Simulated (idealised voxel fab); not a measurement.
process module | voxel lift off
cross-section cut | 235 nm wide | cells 5 nm
Cross-section format: a grid of square cells, given as bands from top to bottom; each band is one or more rows of cells.
What a band's entry tells you: where the top is and where the bottom is, as heights in nm, and after that what lies inside, material by material from left to right, each with its width in nm. Empty space is written as the word "empty", and a single material marked with the word "all across" occupies the band from edge to edge.
Heights are reckoned from 0. Under this level, the received wafer is all of one material. The bottommost band is open-ended downward, for example "0 nm and below".
When a width is written as two numbers, as in "30->40", the first number is the width in the top row of cells of the band and the second is the width in its bottom row, and the width changes by the same amount from each row to the next.
"no change occurred" (step): cross-section cells unchanged, all of them.
"Closed cavities": empty spaces of 8 cells or more with no open way to the top, each given as width x height at distance, distance from the left edge, all in nm.
Heads up: the bit after the settings on a step's line is the simulator's remark on that step.
The line of a step may include "overlay nm". On a step with a mask, this value is how far to the right of its planned place the mask lay. A negative value means the mask lay to the left.

# Set out below are the planned steps of the process
1: RECEIVE,material Si
2: CONFORMAL_DEP,material SiN,thk nm 10
3: PATTERN,tone open,mask id LINES,material resist,width nm 25,pitch nm 40,thk nm 30,overlay nm 0
4: DIRECTIONAL_DEP,material Ru,thk nm 5
5: STRIP,etch materials resist
6: CONFORMAL_DEP,material SiCN,thk nm 10
Variable across wafers: step 4 thk nm (plan value is that of the first wafer; starting state common to all).

# As received, i.e. after step 1: cross-section through the first of several wafers
> 0 nm and below | Si all across
> Closed cavities: none

# each wafer at the end: cells of each material gained (+) or lost (-) since it was received, then its closed voids
thk nm 5; +10 Ru; +101 SiCN; +94 SiN; Closed cavities: none
thk nm 10; +20 Ru; +108 SiCN; +94 SiN; Closed cavities: none
thk nm 15; +30 Ru; +115 SiCN; +94 SiN; Closed cavities: none
thk nm 20; +40 Ru; +122 SiCN; +94 SiN; Closed cavities: none
thk nm 25; +50 Ru; +129 SiCN; +94 SiN; Closed cavities: none
